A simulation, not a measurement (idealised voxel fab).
You're looking at the process module voxel capacitor over wiring.
Shown is cross-section cut, with a width of 200 nm and square cells of size 5 nm.
If you're reading a cross-section in this doc, picture square cells in a grid; it comes to you as bands, top ones listed first down to the bottom, and a band can be one or more rows of cells. It is stipulated that each band's entry specify, in nanometres, the height of the top of the band and then that of its bottom, followed by the materials of the band in left-to-right sequence, each together with its width in nanometres. A single material marked by the word "all across" is understood to fill the band from edge to edge; the word "air" is understood to denote empty space. Basically, 0 is our baseline, since under it the wafer straight out of the box is all one material. The bottom band has no lower end and keeps on going down, so it looks like "0 and below". The two numbers in a width such as "30 to 40" mark its ends across the band: the first belongs to the top row of cells, the second to the bottom row, and from each row to the next the width moves by the same amount. Where a step carries "remained unchanged", the cross-section came out of it unchanged, cell for cell. If an empty space has no open way to the top and is at least 8 cells in size, "Unvented internal voids" lists it, written width x height at distance, where distance is measured from the left edge and every value is in nm. after a step's settings: what the simulator itself notes on the step. overlay nm: mask offset rightward from planned place, masked step; negative means leftward offset.
The planned process steps are enumerated hereunder:
1,RECEIVE with material Si
2,CONFORMAL_DEP with material SiO2, thk nm 15
3,DIRECTIONAL_DEP with material TiN, thk nm 5
4,DIRECTIONAL_DEP with material W, thk nm 25
5,MASKED_ETCH with tone cover, mask id METAL_1, width nm 20, pitch nm 90, etch materials W, depth nm 25, overlay nm 0
6,MASKED_ETCH with tone cover, mask id METAL_1, width nm 20, pitch nm 90, etch materials TiN, depth nm 5, overlay nm 0
7,FILL_DEP with material SiO2, thk nm 10
8,CMP with height nm 45
9,CONFORMAL_DEP with material SiCN, thk nm 5
10,DIRECTIONAL_DEP with material SiO2, thk nm 20
11,DIRECTIONAL_DEP with material aC, thk nm 10
12,PATTERN with tone open, mask id PLUG_1, material resist, width nm 15, thk nm 25, overlay nm 0
13,DIRECTIONAL_ETCH with etch materials aC, depth nm 10
14,STRIP with etch materials resist
15,DIRECTIONAL_ETCH with etch materials SiO2, depth nm 20
16,DIRECTIONAL_ETCH with etch materials SiCN, depth nm 5
17,STRIP with etch materials aC
18,CONFORMAL_DEP with material TiN, thk nm 5
19,FILL_DEP with material W, thk nm 5
20,CMP with height nm 70
21,DIRECTIONAL_DEP with material TiN, thk nm 10
22,DIRECTIONAL_DEP with material HfO2, thk nm 5
23,DIRECTIONAL_DEP with material TiN, thk nm 5
24,DIRECTIONAL_DEP with material aC, thk nm 15
25,PATTERN with tone cover, mask id UPPER_PLATE, material resist, width nm 75, thk nm 30, overlay nm 0
26,DIRECTIONAL_ETCH with etch materials aC, depth nm 15
27,STRIP with etch materials resist
28,DIRECTIONAL_ETCH with etch materials TiN, depth nm 5
29,DIRECTIONAL_ETCH with etch materials HfO2, depth nm 5
30,STRIP with etch materials aC
31,PATTERN with tone cover, mask id LOWER_PLATE, material resist, width nm 85, thk nm 20, overlay nm 0
32,DIRECTIONAL_ETCH with etch materials TiN, depth nm 10
33,STRIP with etch materials resist
34,FILL_DEP with material SiO2, thk nm 20
35,CMP with height nm 105
36,DIRECTIONAL_DEP with material aC, thk nm 15
37,PATTERN with tone open, mask id PLUG_2, material resist, width nm 15, thk nm 35, overlay nm 0
38,DIRECTIONAL_ETCH with etch materials aC, depth nm 15
39,STRIP with etch materials resist
40,DIRECTIONAL_ETCH with etch materials SiO2, depth nm 15
41,STRIP with etch materials aC
42,CONFORMAL_DEP with material TiN, thk nm 5
43,FILL_DEP with material Cu, thk nm 5
44,CMP with height nm 105
45,CONFORMAL_DEP with material SiN, thk nm 5
What follows covers the first of two wafers; it ran as planned:
Wafer as received: cross-section following step 1:
> 0 and below: Si all across
> Unvented internal voids: none
After step 2: wafer cross-section:
> 15 down to 0: SiO2 all across
> Everything under 0 stays put, no change at all.
After step 3: wafer cross-section:
> 20 down to 15: TiN all across
> Everything under 15 stays put, no change at all.
After step 4: wafer cross-section:
> 45 down to 20: W all across
> Everything under 20 stays put, no change at all.
After step 5: wafer cross-section:
> 45 down to 20: air: 45, W: 20, air: 70, W: 20, air: 45
> Everything under 20 stays put, no change at all.
After step 6: wafer cross-section:
> 45 down to 20: air: 45, W: 20, air: 70, W: 20, air: 45
> 20 down to 15: air: 45, TiN: 20, air: 70, TiN: 20, air: 45
> Everything under 15 stays put, no change at all.
After step 7: wafer cross-section:
> 55 down to 45: SiO2 all across
> 45 down to 20: SiO2: 45, W: 20, SiO2: 70, W: 20, SiO2: 45
> 20 down to 15: SiO2: 45, TiN: 20, SiO2: 70, TiN: 20, SiO2: 45
> Everything under 15 stays put, no change at all.
After step 8: wafer cross-section:
> 45 down to 20: SiO2: 45, W: 20, SiO2: 70, W: 20, SiO2: 45
> Everything under 20 stays put, no change at all.
After step 9: wafer cross-section:
> 50 down to 45: SiCN all across
> Everything under 45 stays put, no change at all.
After step 10: wafer cross-section:
> 70 down to 50: SiO2 all across
> Everything under 50 stays put, no change at all.
After step 11: wafer cross-section:
> 80 down to 70: aC all across
> Everything under 70 stays put, no change at all.
After step 12: wafer cross-section:
> 105 down to 80: resist: 50, air: 15, resist: 135
> Everything under 80 stays put, no change at all.
After step 13: wafer cross-section:
> 95 down to 80: resist: 50, air: 15, resist: 135
> 80 down to 70: aC: 50, air: 15, aC: 135
> Everything under 70 stays put, no change at all.
After step 14: wafer cross-section:
> 80 down to 70: aC: 50, air: 15, aC: 135
> Everything under 70 stays put, no change at all.
After step 15: wafer cross-section:
> 80 down to 70: aC: 50, air: 15, aC: 135
> 70 down to 50: SiO2: 50, air: 15, SiO2: 135
> Everything under 50 stays put, no change at all.
After step 16: wafer cross-section:
> 80 down to 70: aC: 50, air: 15, aC: 135
> 70 down to 50: SiO2: 50, air: 15, SiO2: 135
> 50 down to 45: SiCN: 50, air: 15, SiCN: 135
> Everything under 45 stays put, no change at all.
After step 17: wafer cross-section:
> 70 down to 50: SiO2: 50, air: 15, SiO2: 135
> Everything under 50 stays put, no change at all.
After step 18: wafer cross-section:
> 75 down to 70: TiN: 55, air: 5, TiN: 140
> 70 down to 50: SiO2: 50, TiN: 5, air: 5, TiN: 5, SiO2: 135
> 50 down to 45: SiCN: 50, TiN: 15, SiCN: 135
> Everything under 45 stays put, no change at all.
After step 19: wafer cross-section:
> 80 down to 75: W all across
> 75 down to 70: TiN: 55, W: 5, TiN: 140
> 70 down to 50: SiO2: 50, TiN: 5, W: 5, TiN: 5, SiO2: 135
> Everything under 50 stays put, no change at all.
After step 20: wafer cross-section:
> 70 down to 50: SiO2: 50, TiN: 5, W: 5, TiN: 5, SiO2: 135
> Everything under 50 stays put, no change at all.
After step 21: wafer cross-section:
> 80 down to 70: TiN all across
> Everything under 70 stays put, no change at all.
After step 22: wafer cross-section:
> 85 down to 80: HfO2 all across
> Everything under 80 stays put, no change at all.
After step 23: wafer cross-section:
> 90 down to 85: TiN all across
> Everything under 85 stays put, no change at all.
After step 24: wafer cross-section:
> 105 down to 90: aC all across
> Everything under 90 stays put, no change at all.
After step 25: wafer cross-section:
> 135 down to 105: air: 50, resist: 75, air: 75
> Everything under 105 stays put, no change at all.
After step 26: wafer cross-section:
> 120 down to 105: air: 50, resist: 75, air: 75
> 105 down to 90: air: 50, aC: 75, air: 75
> Everything under 90 stays put, no change at all.
After step 27: wafer cross-section:
> 105 down to 90: air: 50, aC: 75, air: 75
> Everything under 90 stays put, no change at all.
After step 28: wafer cross-section:
> 105 down to 90: air: 50, aC: 75, air: 75
> 90 down to 85: air: 50, TiN: 75, air: 75
> Everything under 85 stays put, no change at all.
After step 29: wafer cross-section:
> 105 down to 90: air: 50, aC: 75, air: 75
> 90 down to 85: air: 50, TiN: 75, air: 75
> 85 down to 80: air: 50, HfO2: 75, air: 75
> Everything under 80 stays put, no change at all.
After step 30: wafer cross-section:
> 90 down to 85: air: 50, TiN: 75, air: 75
> Everything under 85 stays put, no change at all.
After step 31: wafer cross-section:
> 110 down to 90: air: 45, resist: 85, air: 70
> 90 down to 85: air: 45, resist: 5, TiN: 75, resist: 5, air: 70
> 85 down to 80: air: 45, resist: 5, HfO2: 75, resist: 5, air: 70
> Everything under 80 stays put, no change at all.
After step 32: wafer cross-section:
> 110 down to 90: air: 45, resist: 85, air: 70
> 90 down to 85: air: 45, resist: 5, TiN: 75, resist: 5, air: 70
> 85 down to 80: air: 45, resist: 5, HfO2: 75, resist: 5, air: 70
> 80 down to 70: air: 45, TiN: 85, air: 70
> Everything under 70 stays put, no change at all.
After step 33: wafer cross-section:
> 90 down to 85: air: 50, TiN: 75, air: 75
> 85 down to 80: air: 50, HfO2: 75, air: 75
> Everything under 80 stays put, no change at all.
After step 34: wafer cross-section:
> 110 down to 90: SiO2 all across
> 90 down to 85: SiO2: 50, TiN: 75, SiO2: 75
> 85 down to 80: SiO2: 50, HfO2: 75, SiO2: 75
> 80 down to 70: SiO2: 45, TiN: 85, SiO2: 70
> Everything under 70 stays put, no change at all.
After step 35: wafer cross-section:
> 105 down to 90: SiO2 all across
> Everything under 90 stays put, no change at all.
After step 36: wafer cross-section:
> 120 down to 105: aC all across
> Everything under 105 stays put, no change at all.
After step 37: wafer cross-section:
> 155 down to 120: resist: 60, air: 15, resist: 125
> Everything under 120 stays put, no change at all.
After step 38: wafer cross-section:
> 140 down to 120: resist: 60, air: 15, resist: 125
> 120 down to 105: aC: 60, air: 15, aC: 125
> Everything under 105 stays put, no change at all.
After step 39: wafer cross-section:
> 120 down to 105: aC: 60, air: 15, aC: 125
> Everything under 105 stays put, no change at all.
After step 40: wafer cross-section:
> 120 down to 105: aC: 60, air: 15, aC: 125
> 105 down to 90: SiO2: 60, air: 15, SiO2: 125
> Everything under 90 stays put, no change at all.
After step 41: wafer cross-section:
> 105 down to 90: SiO2: 60, air: 15, SiO2: 125
> Everything under 90 stays put, no change at all.
After step 42: wafer cross-section:
> 110 down to 105: TiN: 65, air: 5, TiN: 130
> 105 down to 95: SiO2: 60, TiN: 5, air: 5, TiN: 5, SiO2: 125
> 95 down to 85: SiO2: 60 to 50, TiN: 15 to 75, SiO2: 125 to 75
> Everything under 85 stays put, no change at all.
After step 43: wafer cross-section:
> 115 down to 110: Cu all across
> 110 down to 105: TiN: 65, Cu: 5, TiN: 130
> 105 down to 95: SiO2: 60, TiN: 5, Cu: 5, TiN: 5, SiO2: 125
> Everything under 95 stays put, no change at all.
After step 44: wafer cross-section:
> 105 down to 95: SiO2: 60, TiN: 5, Cu: 5, TiN: 5, SiO2: 125
> Everything under 95 stays put, no change at all.
After step 45: wafer cross-section:
> 110 down to 105: SiN all across
> Everything under 105 stays put, no change at all.
Now the other wafer: same start, same recipe, but we messed up one thing when running it. Up to and including step 22 it's the same as the first one:
when step 23 should have ended: remained unchanged
When step 24 should have ended:
> 100 down to 85: aC all across
> Everything under 85 stays put, no change at all.
When step 25 should have ended:
> 130 down to 100: air: 50, resist: 75, air: 75
> Everything under 100 stays put, no change at all.
When step 26 should have ended:
> 115 down to 100: air: 50, resist: 75, air: 75
> 100 down to 85: air: 50, aC: 75, air: 75
> Everything under 85 stays put, no change at all.
When step 27 should have ended:
> 100 down to 85: air: 50, aC: 75, air: 75
> Everything under 85 stays put, no change at all.
when step 28 should have ended: remained unchanged
When step 29 should have ended:
> 100 down to 85: air: 50, aC: 75, air: 75
> 85 down to 80: air: 50, HfO2: 75, air: 75
> Everything under 80 stays put, no change at all.
When step 30 should have ended:
> 85 down to 80: air: 50, HfO2: 75, air: 75
> Everything under 80 stays put, no change at all.
When step 31 should have ended:
> 105 down to 85: air: 45, resist: 85, air: 70
> 85 down to 80: air: 45, resist: 5, HfO2: 75, resist: 5, air: 70
> Everything under 80 stays put, no change at all.
When step 32 should have ended:
> 105 down to 85: air: 45, resist: 85, air: 70
> 85 down to 80: air: 45, resist: 5, HfO2: 75, resist: 5, air: 70
> 80 down to 70: air: 45, TiN: 85, air: 70
> Everything under 70 stays put, no change at all.
When step 33 should have ended:
> 85 down to 80: air: 50, HfO2: 75, air: 75
> Everything under 80 stays put, no change at all.
When step 34 should have ended:
> 105 down to 85: SiO2 all across
> 85 down to 80: SiO2: 50, HfO2: 75, SiO2: 75
> 80 down to 70: SiO2: 45, TiN: 85, SiO2: 70
> Everything under 70 stays put, no change at all.
when step 35 should have ended: remained unchanged
When step 36 should have ended:
> 120 down to 105: aC all across
> Everything under 105 stays put, no change at all.
When step 37 should have ended:
> 155 down to 120: resist: 60, air: 15, resist: 125
> Everything under 120 stays put, no change at all.
When step 38 should have ended:
> 140 down to 120: resist: 60, air: 15, resist: 125
> 120 down to 105: aC: 60, air: 15, aC: 125
> Everything under 105 stays put, no change at all.
When step 39 should have ended:
> 120 down to 105: aC: 60, air: 15, aC: 125
> Everything under 105 stays put, no change at all.
When step 40 should have ended:
> 120 down to 105: aC: 60, air: 15, aC: 125
> 105 down to 90: SiO2: 60, air: 15, SiO2: 125
> Everything under 90 stays put, no change at all.
When step 41 should have ended:
> 105 down to 90: SiO2: 60, air: 15, SiO2: 125
> Everything under 90 stays put, no change at all.
When step 42 should have ended:
> 110 down to 105: TiN: 65, air: 5, TiN: 130
> 105 down to 95: SiO2: 60, TiN: 5, air: 5, TiN: 5, SiO2: 125
> 95 down to 90: SiO2: 60, TiN: 15, SiO2: 125
> Everything under 90 stays put, no change at all.
When step 43 should have ended:
> 115 down to 110: Cu all across
> 110 down to 105: TiN: 65, Cu: 5, TiN: 130
> 105 down to 95: SiO2: 60, TiN: 5, Cu: 5, TiN: 5, SiO2: 125
> Everything under 95 stays put, no change at all.
When step 44 should have ended:
> 105 down to 95: SiO2: 60, TiN: 5, Cu: 5, TiN: 5, SiO2: 125
> Everything under 95 stays put, no change at all.
When step 45 should have ended:
> 110 down to 105: SiN all across
> Everything under 105 stays put, no change at all.
The mistake made against the process plan was this: plan step 23: skipped, not run
Final comparison by cell count, materials where the second wafer has more or fewer than the first: SiO2 +15; TiN -15
